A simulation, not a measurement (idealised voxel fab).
Documented hereafter: the process module known as voxel plated lines.
This is section cut - it's 300 nm across, gridded in 5 nm square cells.
Cross-section layout: square cells on a grid; listed as bands, top to bottom; a band spans one or more cell rows.
Basically the band line says how high the top is and how high the bottom is, in nm, and then what's in it from left to right, every material with its width in nm. Empty space shows up as "blank", and if a single material carries "everywhere" it runs the full band edge to edge.
Basically, 0 is our baseline, since under it the wafer straight out of the box is all one material. The bottom band has no lower end and keeps on going down, so it looks like "0 down".
It should be noted that a width expressed as "30 to 40" varies in equal increments from row to row of cells within the band, taking the value of the first number at the top row and that of the second number at the bottom row.
"stayed the same" -> step changed no cross-section cell.
In "Closed cavity list" the enclosed voids are listed, meaning empty spaces of 8 cells or larger without any opening to the top. The form is width x height at distance, distance from the left edge, units nm.
Note: text after step settings on the step line = simulator remark on that step.
The setting "overlay nm" may be written on the line of a step. When the step uses a mask, the value reports how far to the right of the planned place the mask lay, and a negative value reports that it lay to the left.
These are the steps we planned for the process
1 RECEIVE, material Si
2 CONFORMAL_DEP, material Al2O3, thk nm 5
3 DIRECTIONAL_DEP, material TiN, thk nm 5
4 PATTERN, tone open, mask id LINES, material resist, width nm 20, pitch nm 35, thk nm 25, overlay nm 0
5 EPI, material Ru, thk nm 10
6 EPI, material Ru, thk nm 10
7 STRIP, etch materials resist
8 DIRECTIONAL_ETCH, etch materials TiN, depth nm 5
9 CONFORMAL_DEP, material SiN, thk nm 5
For clarity, it should be stated that the wafers under discussion commence in an identical condition and differ with respect to the thk nm of step 9, the plan indicating the value that the first wafer had.
As-received cross-section, first of several wafers, post step 1
- 0 down | Si everywhere
- Closed cavity list: none
Per wafer (row), end of module: delta in cells per material since receipt, (+) for gained, (-) for lost; closed voids after that
thk nm 5 | +60 Al2O3 | +64 Ru | +100 SiN | +16 TiN | Closed cavity list: none
thk nm 10 | +60 Al2O3 | +64 Ru | +185 SiN | +16 TiN | Closed cavity list: none
thk nm 15 | +60 Al2O3 | +64 Ru | +255 SiN | +16 TiN | Closed cavity list: none
thk nm 20 | +60 Al2O3 | +64 Ru | +325 SiN | +16 TiN | Closed cavity list: none
